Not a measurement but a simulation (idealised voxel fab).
Presented below is a process module, voxel plated lines.
Cross-section cut spans 265 nm and uses square cells 5 nm in size.
Notation: cross-section as square-cell grid; stated in bands, top first, going down; one or more cell rows per band.
In this notation a band is specified by the heights of its top and bottom, in that order and in nm, after which its materials appear from left to right, each paired with its width in nm. The word "everywhere" attached to a single material means that material fills the band from edge to edge; the word "air" stands for empty space.
Heads up on the height convention: 0 is the point under which the incoming wafer is all one material, and the lowest band has no bottom, it just keeps going down, like "0 nm and below".
Quick explanation for "30->40": the width changes in equal steps down the rows of cells, from the first number in the band's top row to the second number in its bottom row.
What does "nothing got changed" mean for a step? It means no cell of the cross-section changed in that step.
Empty spaces without an open route to the top, at least 8 cells in extent, make up the entry "Voids, enclosed"; each is given as width x height at distance, where the distance is measured from the left edge, and all are in nm.
Whatever follows a step's settings on its line is a remark the simulator itself makes about that step.
"overlay nm" on a masked step: distance the mask lay right of its planned place, negative for left.
**Planned step list for the process**
- 1: RECEIVE, material Si
- 2: CONFORMAL_DEP, material SiO2, thk nm 5
- 3: DIRECTIONAL_DEP, material TiN, thk nm 5
- 4: PATTERN, tone open, mask id LINES, material resist, width nm 15, pitch nm 40, thk nm 25, overlay nm 0
- 5: EPI, material Ru, thk nm 5
- 6: EPI, material Ru, thk nm 5
- 7: STRIP, etch materials resist
- 8: DIRECTIONAL_ETCH, etch materials TiN, depth nm 5
- 9: CONFORMAL_DEP, material SiCN, thk nm 10
**The first of the two wafers, which ran as planned**
**As-received state of the wafer in cross-section, equivalent to post-step 1**
    0 nm and below  Si everywhere
    Voids, enclosed: none
**How the wafer stands in section after step 2**
    5 nm to 0 nm  SiO2 everywhere
    Rest of section, below 0: as before.
**How the wafer stands in section after step 3**
    10 nm to 5 nm  TiN everywhere
    Rest of section, below 5: as before.
**How the wafer stands in section after step 4**
    35 nm to 10 nm  105 of resist / 15 of air / 25 of resist / 15 of air / 105 of resist
    Rest of section, below 10: as before.
**How the wafer stands in section after step 5**
    35 nm to 15 nm  105 of resist / 15 of air / 25 of resist / 15 of air / 105 of resist
    15 nm to 10 nm  105 of resist / 15 of Ru / 25 of resist / 15 of Ru / 105 of resist
    Rest of section, below 10: as before.
**How the wafer stands in section after step 6**
    35 nm to 20 nm  105 of resist / 15 of air / 25 of resist / 15 of air / 105 of resist
    20 nm to 10 nm  105 of resist / 15 of Ru / 25 of resist / 15 of Ru / 105 of resist
    Rest of section, below 10: as before.
**How the wafer stands in section after step 7**
    20 nm to 10 nm  105 of air / 15 of Ru / 25 of air / 15 of Ru / 105 of air
    Rest of section, below 10: as before.
**How the wafer stands in section after step 8**
    20 nm to 10 nm  105 of air / 15 of Ru / 25 of air / 15 of Ru / 105 of air
    10 nm to 5 nm  105 of air / 15 of TiN / 25 of air / 15 of TiN / 105 of air
    Rest of section, below 5: as before.
**How the wafer stands in section after step 9**
    30 nm to 20 nm  95 of air / 35 of SiCN / 5 of air / 35 of SiCN / 95 of air
    20 nm to 15 nm  95 of air / 10 of SiCN / 15 of Ru / 10 of SiCN / 5 of air / 10 of SiCN / 15 of Ru / 10 of SiCN / 95 of air
    15 nm to 10 nm  105 of SiCN / 15 of Ru / 25 of SiCN / 15 of Ru / 105 of SiCN
    10 nm to 5 nm  105 of SiCN / 15 of TiN / 25 of SiCN / 15 of TiN / 105 of SiCN
    Rest of section, below 5: as before.
**The Second Wafer: Common Origin and Plan, One Mistake in Execution, Identical to the First Through Step 3**
**Cross-section: second wafer, time at which step 4 was scheduled to end**
    35 nm to 10 nm  105 of air / 15 of resist / 25 of air / 15 of resist / 105 of air
    Rest of section, below 10: as before.
**Cross-section: second wafer, time at which step 5 was scheduled to end**
    35 nm to 15 nm  105 of air / 15 of resist / 25 of air / 15 of resist / 105 of air
    15 nm to 10 nm  105 of Ru / 15 of resist / 25 of Ru / 15 of resist / 105 of Ru
    Rest of section, below 10: as before.
**Cross-section: second wafer, time at which step 6 was scheduled to end**
    35 nm to 20 nm  105 of air / 15 of resist / 25 of air / 15 of resist / 105 of air
    20 nm to 10 nm  105 of Ru / 15 of resist / 25 of Ru / 15 of resist / 105 of Ru
    Rest of section, below 10: as before.
**Cross-section: second wafer, time at which step 7 was scheduled to end**
    20 nm to 10 nm  105 of Ru / 15 of air / 25 of Ru / 15 of air / 105 of Ru
    Rest of section, below 10: as before.
**Cross-section: second wafer, time at which step 8 was scheduled to end**
    20 nm to 10 nm  105 of Ru / 15 of air / 25 of Ru / 15 of air / 105 of Ru
    10 nm to 5 nm  105 of TiN / 15 of air / 25 of TiN / 15 of air / 105 of TiN
    Rest of section, below 5: as before.
**Cross-section: second wafer, time at which step 9 was scheduled to end**
    30 nm to 20 nm  SiCN everywhere
    20 nm to 10 nm  105 of Ru / 15 of SiCN / 25 of Ru / 15 of SiCN / 105 of Ru
    10 nm to 5 nm  105 of TiN / 15 of SiCN / 25 of TiN / 15 of SiCN / 105 of TiN
    Rest of section, below 5: as before.
The mistake made against the process plan was this: step 4 was not run as planned; what actually ran was PATTERN, tone cover, mask id LINES, material resist, width nm 15, pitch nm 40, thk nm 25, overlay nm 0
FYI, end of process, the second wafer has more or fewer cells of some materials than the first: Ru: 82 more; SiCN: 6 fewer; TiN: 41 more
